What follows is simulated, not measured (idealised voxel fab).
process module | voxel tone inversion
cross-section cut | 165 nm wide | cells 5 nm
A cross-section is a grid of square cells, given in bands from the top down. A band is one or more rows of cells.
Each band's line starts with the height of the band's top and of its bottom, in nm. Then come its materials from left to right, each with its width in nm. One material with "throughout" fills the band from edge to edge. "air" is empty space.
Height 0 is the level under which the wafer as received is all one material. The lowest band goes on downwards, as in "0 down".
A width such as "30 to 40" changes by the same amount from each row of cells to the next, from the band's top row to its bottom row.
"no change" after a step means that no cell of the cross-section changed.
closed voids: empty space of 8 cells or more with no open way to the top, each as width x height at its distance from the left edge, in nm
after a step's settings: what the simulator itself notes on the step
overlay nm, on a step with a mask: how far to the right of its planned place the mask lay; to the left if negative
plan
1 op RECEIVE | material Si
2 op CONFORMAL_DEP | material SiN | thk nm 5
3 op DIRECTIONAL_DEP | material aC | thk nm 20
4 op PATTERN | tone cover | mask id POSTS | material resist | width nm 15 | pitch nm 30 | thk nm 30 | overlay nm 0
5 op DIRECTIONAL_ETCH | etch materials aC | depth nm 20
6 op STRIP | etch materials resist
7 op FILL_DEP | material lowk | thk nm 5
8 op CMP | height nm 25
9 op STRIP | etch materials aC
as received, after step 1
  0 down: Si throughout
  closed voids: none
first wafer at the end, as planned
  25 to 5: lowk 30 | air 15 | lowk 15 | air 15 | lowk 15 | air 15 | lowk 15 | air 15 | lowk 30
  5 to 0: SiN throughout
  0 down: Si throughout
  closed voids: none
second wafer at the end: like start, like plan, one mistake
  25 to 5: air 30 | aC 15 | air 15 | aC 15 | air 15 | aC 15 | air 15 | aC 15 | air 30
  5 to 0: SiN throughout
  0 down: Si throughout
  closed voids: none
what went wrong: step 9 ran as: op STRIP | etch materials lowk
at the end the second wafer has, in cells: 48 more of aC | 84 fewer of lowk
